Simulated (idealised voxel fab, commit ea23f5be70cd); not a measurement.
Herein follows the process module entitled voxel self aligned contacts.
The width of the displayed cross-section, cut, is 245 nm; its cells are square, with a size of 5 nm.
Square cells in a grid make up a cross-section in this document, and the grid is given as bands, listed from the top down, each one or more rows of cells. What a band's entry tells you: where the top is and where the bottom is, as heights in nm, and after that what lies inside, material by material from left to right, each with its width in nm. Empty space is written as the word "empty", and a single material marked with the word "everywhere" occupies the band from edge to edge. The reference from which all heights are counted is 0, the level beneath which the as-received wafer is entirely one material; the lowest band, having no lower bound, proceeds downward and is written after the example "0..down". Note: "30..40" means the width goes from the first number (top row of the band) to the second number (bottom row) in equal steps per row of cells. It should be understood that the words "stayed the same", when stated for a given step, signify that the cross-section underwent no change in any of its cells during that step. Reported under the label "Catalogued sealed voids" are the empty spaces having no open way to the top and comprising 8 cells or more; the notation for each is width x height at distance, in which the distance is measured from the left edge and all three values are in nm. Formally, on a step line, whatever follows the settings is a remark that the simulator itself makes on the step. overlay nm: on a step with a mask, how far right of its planned place the mask lay; negative means left.
## The process steps that were planned are listed below
- 1: RECEIVE: material Si
- 2: CONFORMAL_DEP: material SiO2, thk nm 5
- 3: DIRECTIONAL_DEP: material polySi, thk nm 30
- 4: DIRECTIONAL_DEP: material SiN, thk nm 20
- 5: PATTERN: tone cover, mask id GATE, material resist, width nm 30, pitch nm 70, thk nm 20, overlay nm 0
- 6: DIRECTIONAL_ETCH: etch materials SiN, depth nm 20
- 7: DIRECTIONAL_ETCH: etch materials polySi, depth nm 30
- 8: STRIP: etch materials resist
- 9: CONFORMAL_DEP: material SiN, thk nm 10
- 10: DIRECTIONAL_ETCH: etch materials SiN, depth nm 10
- 11: FILL_DEP: material SiO2, thk nm 10
- 12: CMP: height nm 60
- 13: PATTERN: tone open, mask id CONTACT, material resist, width nm 50, pitch nm 70, thk nm 20, overlay nm 0
- 14: DIRECTIONAL_ETCH: etch materials SiO2, depth nm 60
- 15: STRIP: etch materials resist
- 16: CONFORMAL_DEP: material TiN, thk nm 5
- 17: FILL_DEP: material Ru, thk nm 5
- 18: CMP: height nm 60
- 19: CONFORMAL_DEP: material SiCN, thk nm 5
## First of two wafers, with the run carried out as planned
## Received-state cross-section, reflecting completion of step 1
* 0..down = Si everywhere
* Catalogued sealed voids: none
## The wafer, seen in cross-section, after step 2
* 5..0 = SiO2 everywhere
* below 0: unchanged
## The wafer, seen in cross-section, after step 3
* 35..5 = polySi everywhere
* below 5: unchanged
## The wafer, seen in cross-section, after step 4
* 55..35 = SiN everywhere
* below 35: unchanged
## The wafer, seen in cross-section, after step 5
* 75..55 = empty 35 / resist 30 / empty 40 / resist 30 / empty 40 / resist 30 / empty 40
* below 55: unchanged
## The wafer, seen in cross-section, after step 6
* 75..55 = empty 35 / resist 30 / empty 40 / resist 30 / empty 40 / resist 30 / empty 40
* 55..35 = empty 35 / SiN 30 / empty 40 / SiN 30 / empty 40 / SiN 30 / empty 40
* below 35: unchanged
## The wafer, seen in cross-section, after step 7
* 75..55 = empty 35 / resist 30 / empty 40 / resist 30 / empty 40 / resist 30 / empty 40
* 55..35 = empty 35 / SiN 30 / empty 40 / SiN 30 / empty 40 / SiN 30 / empty 40
* 35..5 = empty 35 / polySi 30 / empty 40 / polySi 30 / empty 40 / polySi 30 / empty 40
* below 5: unchanged
## The wafer, seen in cross-section, after step 8
* 55..35 = empty 35 / SiN 30 / empty 40 / SiN 30 / empty 40 / SiN 30 / empty 40
* below 35: unchanged
## The wafer, seen in cross-section, after step 9
* 65..35 = empty 25 / SiN 50 / empty 20 / SiN 50 / empty 20 / SiN 50 / empty 30
* 35..15 = empty 25 / SiN 10 / polySi 30 / SiN 10 / empty 20 / SiN 10 / polySi 30 / SiN 10 / empty 20 / SiN 10 / polySi 30 / SiN 10 / empty 30
* 15..5 = SiN 35 / polySi 30 / SiN 40 / polySi 30 / SiN 40 / polySi 30 / SiN 40
* below 5: unchanged
## The wafer, seen in cross-section, after step 10
* 55..35 = empty 25 / SiN 50 / empty 20 / SiN 50 / empty 20 / SiN 50 / empty 30
* 35..5 = empty 25 / SiN 10 / polySi 30 / SiN 10 / empty 20 / SiN 10 / polySi 30 / SiN 10 / empty 20 / SiN 10 / polySi 30 / SiN 10 / empty 30
* below 5: unchanged
## The wafer, seen in cross-section, after step 11
* 65..55 = SiO2 everywhere
* 55..35 = SiO2 25 / SiN 50 / SiO2 20 / SiN 50 / SiO2 20 / SiN 50 / SiO2 30
* 35..5 = SiO2 25 / SiN 10 / polySi 30 / SiN 10 / SiO2 20 / SiN 10 / polySi 30 / SiN 10 / SiO2 20 / SiN 10 / polySi 30 / SiN 10 / SiO2 30
* below 5: unchanged
## The wafer, seen in cross-section, after step 12
* 60..55 = SiO2 everywhere
* below 55: unchanged
## The wafer, seen in cross-section, after step 13
* 80..60 = resist 60 / empty 50 / resist 20 / empty 50 / resist 65
* below 60: unchanged
## The wafer, seen in cross-section, after step 14
* 80..60 = resist 60 / empty 50 / resist 20 / empty 50 / resist 65
* 60..55 = SiO2 60 / empty 50 / SiO2 20 / empty 50 / SiO2 65
* 55..35 = SiO2 25 / SiN 50 / empty 20 / SiN 50 / empty 20 / SiN 50 / SiO2 30
* 35..5 = SiO2 25 / SiN 10 / polySi 30 / SiN 10 / empty 20 / SiN 10 / polySi 30 / SiN 10 / empty 20 / SiN 10 / polySi 30 / SiN 10 / SiO2 30
* 5..0 = SiO2 75 / empty 20 / SiO2 50 / empty 20 / SiO2 80
* below 0: unchanged
## The wafer, seen in cross-section, after step 15
* 60..55 = SiO2 60 / empty 50 / SiO2 20 / empty 50 / SiO2 65
* below 55: unchanged
## The wafer, seen in cross-section, after step 16
* 65..60 = TiN 65 / empty 40 / TiN 30 / empty 40 / TiN 70
* 60..55 = SiO2 60 / TiN 20 / empty 10 / TiN 20 / SiO2 20 / TiN 20 / empty 10 / TiN 20 / SiO2 65
* 55..35 = SiO2 25 / SiN 50 / TiN 5 / empty 10 / TiN 5 / SiN 50 / TiN 5 / empty 10 / TiN 5 / SiN 50 / SiO2 30
* 35..5 = SiO2 25 / SiN 10 / polySi 30 / SiN 10 / TiN 5 / empty 10 / TiN 5 / SiN 10 / polySi 30 / SiN 10 / TiN 5 / empty 10 / TiN 5 / SiN 10 / polySi 30 / SiN 10 / SiO2 30
* 5..0 = SiO2 75 / TiN 20 / SiO2 50 / TiN 20 / SiO2 80
* below 0: unchanged
## The wafer, seen in cross-section, after step 17
* 70..65 = Ru everywhere
* 65..60 = TiN 65 / Ru 40 / TiN 30 / Ru 40 / TiN 70
* 60..55 = SiO2 60 / TiN 20 / Ru 10 / TiN 20 / SiO2 20 / TiN 20 / Ru 10 / TiN 20 / SiO2 65
* 55..35 = SiO2 25 / SiN 50 / TiN 5 / Ru 10 / TiN 5 / SiN 50 / TiN 5 / Ru 10 / TiN 5 / SiN 50 / SiO2 30
* 35..5 = SiO2 25 / SiN 10 / polySi 30 / SiN 10 / TiN 5 / Ru 10 / TiN 5 / SiN 10 / polySi 30 / SiN 10 / TiN 5 / Ru 10 / TiN 5 / SiN 10 / polySi 30 / SiN 10 / SiO2 30
* below 5: unchanged
## The wafer, seen in cross-section, after step 18
* 60..55 = SiO2 60 / TiN 20 / Ru 10 / TiN 20 / SiO2 20 / TiN 20 / Ru 10 / TiN 20 / SiO2 65
* below 55: unchanged
## The wafer, seen in cross-section, after step 19
* 65..60 = SiCN everywhere
* below 60: unchanged
## Okay, second wafer. Nothing different at the start, nothing different in the plan, just one mistake somewhere in the running. As far as step 11, counting that step, it's the first wafer all over again
## Second wafer: cross-section at the scheduled end of step 12
* 50..35 = SiO2 25 / SiN 50 / SiO2 20 / SiN 50 / SiO2 20 / SiN 50 / SiO2 30
* below 35: unchanged
## Second wafer: cross-section at the scheduled end of step 13
* 70..50 = resist 60 / empty 50 / resist 20 / empty 50 / resist 65
* below 50: unchanged
## Second wafer: cross-section at the scheduled end of step 14
* 70..50 = resist 60 / empty 50 / resist 20 / empty 50 / resist 65
* 50..35 = SiO2 25 / SiN 50 / empty 20 / SiN 50 / empty 20 / SiN 50 / SiO2 30
* 35..5 = SiO2 25 / SiN 10 / polySi 30 / SiN 10 / empty 20 / SiN 10 / polySi 30 / SiN 10 / empty 20 / SiN 10 / polySi 30 / SiN 10 / SiO2 30
* 5..0 = SiO2 75 / empty 20 / SiO2 50 / empty 20 / SiO2 80
* below 0: unchanged
## Second wafer: cross-section at the scheduled end of step 15
* 50..35 = SiO2 25 / SiN 50 / empty 20 / SiN 50 / empty 20 / SiN 50 / SiO2 30
* below 35: unchanged
## Second wafer: cross-section at the scheduled end of step 16
* 55..50 = TiN 80 / empty 10 / TiN 60 / empty 10 / TiN 85
* 50..35 = SiO2 25 / SiN 50 / TiN 5 / empty 10 / TiN 5 / SiN 50 / TiN 5 / empty 10 / TiN 5 / SiN 50 / SiO2 30
* 35..5 = SiO2 25 / SiN 10 / polySi 30 / SiN 10 / TiN 5 / empty 10 / TiN 5 / SiN 10 / polySi 30 / SiN 10 / TiN 5 / empty 10 / TiN 5 / SiN 10 / polySi 30 / SiN 10 / SiO2 30
* 5..0 = SiO2 75 / TiN 20 / SiO2 50 / TiN 20 / SiO2 80
* below 0: unchanged
## Second wafer: cross-section at the scheduled end of step 17
* 60..55 = Ru everywhere
* 55..50 = TiN 80 / Ru 10 / TiN 60 / Ru 10 / TiN 85
* 50..35 = SiO2 25 / SiN 50 / TiN 5 / Ru 10 / TiN 5 / SiN 50 / TiN 5 / Ru 10 / TiN 5 / SiN 50 / SiO2 30
* 35..5 = SiO2 25 / SiN 10 / polySi 30 / SiN 10 / TiN 5 / Ru 10 / TiN 5 / SiN 10 / polySi 30 / SiN 10 / TiN 5 / Ru 10 / TiN 5 / SiN 10 / polySi 30 / SiN 10 / SiO2 30
* below 5: unchanged
Second wafer: cross-section at the scheduled end of step 18: stayed the same
## Second wafer: cross-section at the scheduled end of step 19
* 65..60 = SiCN everywhere
* below 60: unchanged
Plan not followed: the process deviated at step 12: the operation and settings actually run there were CMP: height nm 50
It is noted that, at the conclusion of processing, the second wafer exhibits a higher or lower cell count for certain materials relative to the first: Ru: 45 more; SiN: 30 fewer; SiO2: 40 fewer; TiN: 25 more
